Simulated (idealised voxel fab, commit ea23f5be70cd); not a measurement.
process module | voxel ribs on slabs
cross-section cut | 265 nm wide | cells 5 nm
A cross-section is a grid of square cells, given in bands from the top down. A band is one or more rows of cells.
Each band's line starts with the height of the band's top and of its bottom, in nm. Then come its materials from left to right, each with its width in nm. One material with "throughout" fills the band from edge to edge. "air" is empty space.
Height 0 is the level under which the wafer as received is all one material. The lowest band goes on downwards, as in "0 down".
A width such as "30 to 40" changes by the same amount from each row of cells to the next, from the band's top row to its bottom row.
"no change" after a step means that no cell of the cross-section changed.
closed voids: empty space of 8 cells or more with no open way to the top, each as width x height at its distance from the left edge, in nm
after a step's settings: what the simulator itself notes on the step
overlay nm, on a step with a mask: how far to the right of its planned place the mask lay; to the left if negative
plan
1 op RECEIVE | material Si
2 op DIRECTIONAL_DEP | material SiO2 | thk nm 25
3 op DIRECTIONAL_DEP | material SiN | thk nm 20
4 op MASKED_ETCH | tone cover | mask id RIB | width nm 20 | etch materials SiN | depth nm 15 | overlay nm 0
5 op PATTERN | tone cover | mask id SLAB | material resist | width nm 60 | thk nm 15 | overlay nm 0
6 op DIRECTIONAL_ETCH | etch materials SiN | depth nm 5
7 op STRIP | etch materials resist
8 op FILL_DEP | material SiO2 | thk nm 30
9 op CMP | height nm 65
10 op DIRECTIONAL_DEP | material W | thk nm 10
11 op PATTERN | tone cover | mask id HEATER | material resist | width nm 30 | thk nm 20 | overlay nm 0
12 op DIRECTIONAL_ETCH | etch materials W | depth nm 10
13 op STRIP | etch materials resist
14 op CONFORMAL_DEP | material SiO2 | thk nm 10
first wafer, as planned
as received, after step 1
  0 down: Si throughout
  closed voids: none
after step 2
  25 to 0: SiO2 throughout
  below 0: unchanged
after step 3
  45 to 25: SiN throughout
  below 25: unchanged
after step 4
  45 to 30: air 120 | SiN 20 | air 125
  below 30: unchanged
after step 5
  60 to 45: air 100 | resist 60 | air 105
  45 to 30: air 100 | resist 20 | SiN 20 | resist 20 | air 105
  below 30: unchanged
after step 6
  60 to 45: air 100 | resist 60 | air 105
  45 to 30: air 100 | resist 20 | SiN 20 | resist 20 | air 105
  30 to 25: air 100 | SiN 60 | air 105
  below 25: unchanged
after step 7
  45 to 30: air 120 | SiN 20 | air 125
  below 30: unchanged
after step 8
  75 to 45: SiO2 throughout
  45 to 30: SiO2 120 | SiN 20 | SiO2 125
  30 to 25: SiO2 100 | SiN 60 | SiO2 105
  below 25: unchanged
after step 9
  65 to 45: SiO2 throughout
  below 45: unchanged
after step 10
  75 to 65: W throughout
  below 65: unchanged
after step 11
  95 to 75: air 115 | resist 30 | air 120
  below 75: unchanged
after step 12
  95 to 75: air 115 | resist 30 | air 120
  75 to 65: air 115 | W 30 | air 120
  below 65: unchanged
after step 13
  75 to 65: air 115 | W 30 | air 120
  below 65: unchanged
after step 14
  85 to 75: air 105 | SiO2 50 | air 110
  75 to 65: SiO2 115 | W 30 | SiO2 120
  below 65: unchanged
second wafer: like start, like plan, one mistake. Through step 8 it matches the first wafer
when step 9 should have ended
  70 to 45: SiO2 throughout
  below 45: unchanged
when step 10 should have ended
  80 to 70: W throughout
  below 70: unchanged
when step 11 should have ended
  100 to 80: air 115 | resist 30 | air 120
  below 80: unchanged
when step 12 should have ended
  100 to 80: air 115 | resist 30 | air 120
  80 to 70: air 115 | W 30 | air 120
  below 70: unchanged
when step 13 should have ended
  80 to 70: air 115 | W 30 | air 120
  below 70: unchanged
when step 14 should have ended
  90 to 80: air 105 | SiO2 50 | air 110
  80 to 70: SiO2 115 | W 30 | SiO2 120
  below 70: unchanged
what went wrong: step 9 ran as: op CMP | height nm 70
at the end the second wafer has, in cells: 53 more of SiO2
